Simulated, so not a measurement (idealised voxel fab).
Presented below is a process module, voxel capacitor over wiring.
FYI the section here is cut, 155 nm wide, cells are 5 nm squares.
Cross-section, as written here: a square-cell grid given band by band from the top down, where a band holds one or more rows of cells. Look at the band entry: it leads with the top's height and the bottom's height in nm. Then it lists the materials left to right, with a width in nm for each. The word "all across" on a single material says that material fills the band edge to edge. The word "air" is empty space. A quick word on heights: they are counted from 0, and under that level the wafer as it came to us is one material throughout. The lowest band is different from the rest in having no bottom; it simply continues downward, written as in "from 0 down". The width entry "30->40" should be interpreted row by row: the top row of cells in the band takes the first number, the bottom row takes the second number, and the change between adjacent rows is uniform throughout. Take "remains unaltered" at face value: in the step it is given for, the cross-section changed in none of its cells. "Cavities, closed": empty spaces of 8 cells or more with no open way to the top, each given as width x height at distance, distance from the left edge, all in nm. On each step's line, the part that comes after the settings is the simulator's own comment on the step. A step line may carry the setting "overlay nm", which, for steps involving a mask, states the distance by which the mask lay to the right of its intended position; negative values denote displacement to the left.
## This section lists the process steps that were planned
1) op RECEIVE | material Si
2) op CONFORMAL_DEP | material SiO2 | thk nm 15
3) op DIRECTIONAL_DEP | material TiN | thk nm 5
4) op DIRECTIONAL_DEP | material W | thk nm 15
5) op PATTERN | tone cover | mask id METAL_1 | material resist | width nm 25 | pitch nm 95 | thk nm 20 | overlay nm 0
6) op DIRECTIONAL_ETCH | etch materials W | depth nm 15
7) op DIRECTIONAL_ETCH | etch materials TiN | depth nm 5
8) op STRIP | etch materials resist
9) op FILL_DEP | material lowk | thk nm 5
10) op CMP | height nm 35
11) op CONFORMAL_DEP | material SiCN | thk nm 5
12) op DIRECTIONAL_DEP | material SiO2 | thk nm 20
13) op MASKED_ETCH | tone open | mask id PLUG_1 | width nm 15 | etch materials SiO2 | depth nm 20 | overlay nm 0
14) op MASKED_ETCH | tone open | mask id PLUG_1 | width nm 15 | etch materials SiCN | depth nm 5 | overlay nm 0
15) op CONFORMAL_DEP | material TiN | thk nm 5
16) op FILL_DEP | material Cu | thk nm 5
17) op CMP | height nm 60
18) op DIRECTIONAL_DEP | material TiN | thk nm 10
19) op DIRECTIONAL_DEP | material SiN | thk nm 5
20) op DIRECTIONAL_DEP | material TiN | thk nm 10
21) op MASKED_ETCH | tone cover | mask id UPPER_PLATE | width nm 75 | etch materials TiN | depth nm 10 | overlay nm 0
22) op MASKED_ETCH | tone cover | mask id UPPER_PLATE | width nm 75 | etch materials SiN | depth nm 5 | overlay nm 0
23) op MASKED_ETCH | tone cover | mask id LOWER_PLATE | width nm 85 | etch materials TiN | depth nm 10 | overlay nm 0
24) op FILL_DEP | material SiO2 | thk nm 15
25) op CMP | height nm 95
26) op PATTERN | tone open | mask id PLUG_2 | material resist | width nm 15 | thk nm 20 | overlay nm 0
27) op DIRECTIONAL_ETCH | etch materials SiO2 | depth nm 10
28) op STRIP | etch materials resist
29) op CONFORMAL_DEP | material TiN | thk nm 5
30) op FILL_DEP | material Ru | thk nm 5
31) op CMP | height nm 95
32) op CONFORMAL_DEP | material SiCN | thk nm 5
## First wafer of two (run as planned)
## Cross-section, incoming material, after step 1
- from 0 down = Si all across
- Cavities, closed: none
## Step 2 complete: cross-section through the wafer
- from 15 to 0 = SiO2 all across
- Heights below 0 show no change.
## Step 3 complete: cross-section through the wafer
- from 20 to 15 = TiN all across
- Heights below 15 show no change.
## Step 4 complete: cross-section through the wafer
- from 35 to 20 = W all across
- Heights below 20 show no change.
## Step 5 complete: cross-section through the wafer
- from 55 to 35 = air: 15  resist: 25  air: 70  resist: 25  air: 20
- Heights below 35 show no change.
## Step 6 complete: cross-section through the wafer
- from 55 to 35 = air: 15  resist: 25  air: 70  resist: 25  air: 20
- from 35 to 20 = air: 15  W: 25  air: 70  W: 25  air: 20
- Heights below 20 show no change.
## Step 7 complete: cross-section through the wafer
- from 55 to 35 = air: 15  resist: 25  air: 70  resist: 25  air: 20
- from 35 to 20 = air: 15  W: 25  air: 70  W: 25  air: 20
- from 20 to 15 = air: 15  TiN: 25  air: 70  TiN: 25  air: 20
- Heights below 15 show no change.
## Step 8 complete: cross-section through the wafer
- from 35 to 20 = air: 15  W: 25  air: 70  W: 25  air: 20
- Heights below 20 show no change.
## Step 9 complete: cross-section through the wafer
- from 40 to 35 = lowk all across
- from 35 to 20 = lowk: 15  W: 25  lowk: 70  W: 25  lowk: 20
- from 20 to 15 = lowk: 15  TiN: 25  lowk: 70  TiN: 25  lowk: 20
- Heights below 15 show no change.
## Step 10 complete: cross-section through the wafer
- from 35 to 20 = lowk: 15  W: 25  lowk: 70  W: 25  lowk: 20
- Heights below 20 show no change.
## Step 11 complete: cross-section through the wafer
- from 40 to 35 = SiCN all across
- Heights below 35 show no change.
## Step 12 complete: cross-section through the wafer
- from 60 to 40 = SiO2 all across
- Heights below 40 show no change.
## Step 13 complete: cross-section through the wafer
- from 60 to 40 = SiO2: 25  air: 15  SiO2: 115
- Heights below 40 show no change.
## Step 14 complete: cross-section through the wafer
- from 60 to 40 = SiO2: 25  air: 15  SiO2: 115
- from 40 to 35 = SiCN: 25  air: 15  SiCN: 115
- Heights below 35 show no change.
## Step 15 complete: cross-section through the wafer
- from 65 to 60 = TiN: 30  air: 5  TiN: 120
- from 60 to 40 = SiO2: 25  TiN: 5  air: 5  TiN: 5  SiO2: 115
- from 40 to 35 = SiCN: 25  TiN: 15  SiCN: 115
- Heights below 35 show no change.
## Step 16 complete: cross-section through the wafer
- from 70 to 65 = Cu all across
- from 65 to 60 = TiN: 30  Cu: 5  TiN: 120
- from 60 to 40 = SiO2: 25  TiN: 5  Cu: 5  TiN: 5  SiO2: 115
- Heights below 40 show no change.
## Step 17 complete: cross-section through the wafer
- from 60 to 40 = SiO2: 25  TiN: 5  Cu: 5  TiN: 5  SiO2: 115
- Heights below 40 show no change.
## Step 18 complete: cross-section through the wafer
- from 70 to 60 = TiN all across
- Heights below 60 show no change.
## Step 19 complete: cross-section through the wafer
- from 75 to 70 = SiN all across
- Heights below 70 show no change.
## Step 20 complete: cross-section through the wafer
- from 85 to 75 = TiN all across
- Heights below 75 show no change.
## Step 21 complete: cross-section through the wafer
- from 85 to 75 = air: 25  TiN: 75  air: 55
- Heights below 75 show no change.
## Step 22 complete: cross-section through the wafer
- from 85 to 75 = air: 25  TiN: 75  air: 55
- from 75 to 70 = air: 25  SiN: 75  air: 55
- Heights below 70 show no change.
## Step 23 complete: cross-section through the wafer
- from 85 to 75 = air: 25  TiN: 75  air: 55
- from 75 to 70 = air: 25  SiN: 75  air: 55
- from 70 to 60 = air: 20  TiN: 85  air: 50
- Heights below 60 show no change.
## Step 24 complete: cross-section through the wafer
- from 100 to 85 = SiO2 all across
- from 85 to 75 = SiO2: 25  TiN: 75  SiO2: 55
- from 75 to 70 = SiO2: 25  SiN: 75  SiO2: 55
- from 70 to 60 = SiO2: 20  TiN: 85  SiO2: 50
- Heights below 60 show no change.
## Step 25 complete: cross-section through the wafer
- from 95 to 85 = SiO2 all across
- Heights below 85 show no change.
## Step 26 complete: cross-section through the wafer
- from 115 to 95 = resist: 35  air: 15  resist: 105
- Heights below 95 show no change.
## Step 27 complete: cross-section through the wafer
- from 115 to 95 = resist: 35  air: 15  resist: 105
- from 95 to 85 = SiO2: 35  air: 15  SiO2: 105
- Heights below 85 show no change.
## Step 28 complete: cross-section through the wafer
- from 95 to 85 = SiO2: 35  air: 15  SiO2: 105
- Heights below 85 show no change.
## Step 29 complete: cross-section through the wafer
- from 100 to 95 = TiN: 40  air: 5  TiN: 110
- from 95 to 90 = SiO2: 35  TiN: 5  air: 5  TiN: 5  SiO2: 105
- from 90 to 85 = SiO2: 35  TiN: 15  SiO2: 105
- Heights below 85 show no change.
## Step 30 complete: cross-section through the wafer
- from 105 to 100 = Ru all across
- from 100 to 95 = TiN: 40  Ru: 5  TiN: 110
- from 95 to 90 = SiO2: 35  TiN: 5  Ru: 5  TiN: 5  SiO2: 105
- Heights below 90 show no change.
## Step 31 complete: cross-section through the wafer
- from 95 to 90 = SiO2: 35  TiN: 5  Ru: 5  TiN: 5  SiO2: 105
- Heights below 90 show no change.
## Step 32 complete: cross-section through the wafer
- from 100 to 95 = SiCN all across
- Heights below 95 show no change.
## Now the other wafer: same start, same recipe, but we messed up one thing when running it. Up to and including step 2 it's the same as the first one
Second wafer, cut view, end of step 3 per plan: remains unaltered
## Second wafer, cut view, end of step 4 per plan
- from 30 to 15 = W all across
- Heights below 15 show no change.
## Second wafer, cut view, end of step 5 per plan
- from 50 to 30 = air: 15  resist: 25  air: 70  resist: 25  air: 20
- Heights below 30 show no change.
## Second wafer, cut view, end of step 6 per plan
- from 50 to 30 = air: 15  resist: 25  air: 70  resist: 25  air: 20
- from 30 to 15 = air: 15  W: 25  air: 70  W: 25  air: 20
- Heights below 15 show no change.
Second wafer, cut view, end of step 7 per plan: remains unaltered
## Second wafer, cut view, end of step 8 per plan
- from 30 to 15 = air: 15  W: 25  air: 70  W: 25  air: 20
- Heights below 15 show no change.
## Second wafer, cut view, end of step 9 per plan
- from 35 to 30 = lowk all across
- from 30 to 15 = lowk: 15  W: 25  lowk: 70  W: 25  lowk: 20
- Heights below 15 show no change.
Second wafer, cut view, end of step 10 per plan: remains unaltered
## Second wafer, cut view, end of step 11 per plan
- from 40 to 35 = SiCN all across
- Heights below 35 show no change.
## Second wafer, cut view, end of step 12 per plan
- from 60 to 40 = SiO2 all across
- Heights below 40 show no change.
## Second wafer, cut view, end of step 13 per plan
- from 60 to 40 = SiO2: 25  air: 15  SiO2: 115
- Heights below 40 show no change.
## Second wafer, cut view, end of step 14 per plan
- from 60 to 40 = SiO2: 25  air: 15  SiO2: 115
- from 40 to 35 = SiCN: 25  air: 15  SiCN: 115
- Heights below 35 show no change.
## Second wafer, cut view, end of step 15 per plan
- from 65 to 60 = TiN: 30  air: 5  TiN: 120
- from 60 to 40 = SiO2: 25  TiN: 5  air: 5  TiN: 5  SiO2: 115
- from 40 to 35 = SiCN: 25  TiN: 15  SiCN: 115
- Heights below 35 show no change.
## Second wafer, cut view, end of step 16 per plan
- from 70 to 65 = Cu all across
- from 65 to 60 = TiN: 30  Cu: 5  TiN: 120
- from 60 to 40 = SiO2: 25  TiN: 5  Cu: 5  TiN: 5  SiO2: 115
- Heights below 40 show no change.
## Second wafer, cut view, end of step 17 per plan
- from 60 to 40 = SiO2: 25  TiN: 5  Cu: 5  TiN: 5  SiO2: 115
- Heights below 40 show no change.
## Second wafer, cut view, end of step 18 per plan
- from 70 to 60 = TiN all across
- Heights below 60 show no change.
## Second wafer, cut view, end of step 19 per plan
- from 75 to 70 = SiN all across
- Heights below 70 show no change.
## Second wafer, cut view, end of step 20 per plan
- from 85 to 75 = TiN all across
- Heights below 75 show no change.
## Second wafer, cut view, end of step 21 per plan
- from 85 to 75 = air: 25  TiN: 75  air: 55
- Heights below 75 show no change.
## Second wafer, cut view, end of step 22 per plan
- from 85 to 75 = air: 25  TiN: 75  air: 55
- from 75 to 70 = air: 25  SiN: 75  air: 55
- Heights below 70 show no change.
## Second wafer, cut view, end of step 23 per plan
- from 85 to 75 = air: 25  TiN: 75  air: 55
- from 75 to 70 = air: 25  SiN: 75  air: 55
- from 70 to 60 = air: 20  TiN: 85  air: 50
- Heights below 60 show no change.
## Second wafer, cut view, end of step 24 per plan
- from 100 to 85 = SiO2 all across
- from 85 to 75 = SiO2: 25  TiN: 75  SiO2: 55
- from 75 to 70 = SiO2: 25  SiN: 75  SiO2: 55
- from 70 to 60 = SiO2: 20  TiN: 85  SiO2: 50
- Heights below 60 show no change.
## Second wafer, cut view, end of step 25 per plan
- from 95 to 85 = SiO2 all across
- Heights below 85 show no change.
## Second wafer, cut view, end of step 26 per plan
- from 115 to 95 = resist: 35  air: 15  resist: 105
- Heights below 95 show no change.
## Second wafer, cut view, end of step 27 per plan
- from 115 to 95 = resist: 35  air: 15  resist: 105
- from 95 to 85 = SiO2: 35  air: 15  SiO2: 105
- Heights below 85 show no change.
## Second wafer, cut view, end of step 28 per plan
- from 95 to 85 = SiO2: 35  air: 15  SiO2: 105
- Heights below 85 show no change.
## Second wafer, cut view, end of step 29 per plan
- from 100 to 95 = TiN: 40  air: 5  TiN: 110
- from 95 to 90 = SiO2: 35  TiN: 5  air: 5  TiN: 5  SiO2: 105
- from 90 to 85 = SiO2: 35  TiN: 15  SiO2: 105
- Heights below 85 show no change.
## Second wafer, cut view, end of step 30 per plan
- from 105 to 100 = Ru all across
- from 100 to 95 = TiN: 40  Ru: 5  TiN: 110
- from 95 to 90 = SiO2: 35  TiN: 5  Ru: 5  TiN: 5  SiO2: 105
- Heights below 90 show no change.
## Second wafer, cut view, end of step 31 per plan
- from 95 to 90 = SiO2: 35  TiN: 5  Ru: 5  TiN: 5  SiO2: 105
- Heights below 90 show no change.
## Second wafer, cut view, end of step 32 per plan
- from 100 to 95 = SiCN all across
- Heights below 95 show no change.
Where did the run depart from the plan? the plan's step 3 went unexecuted, having been skipped
at the end the second wafer has, in cells: TiN: 10 fewer; lowk: 10 more
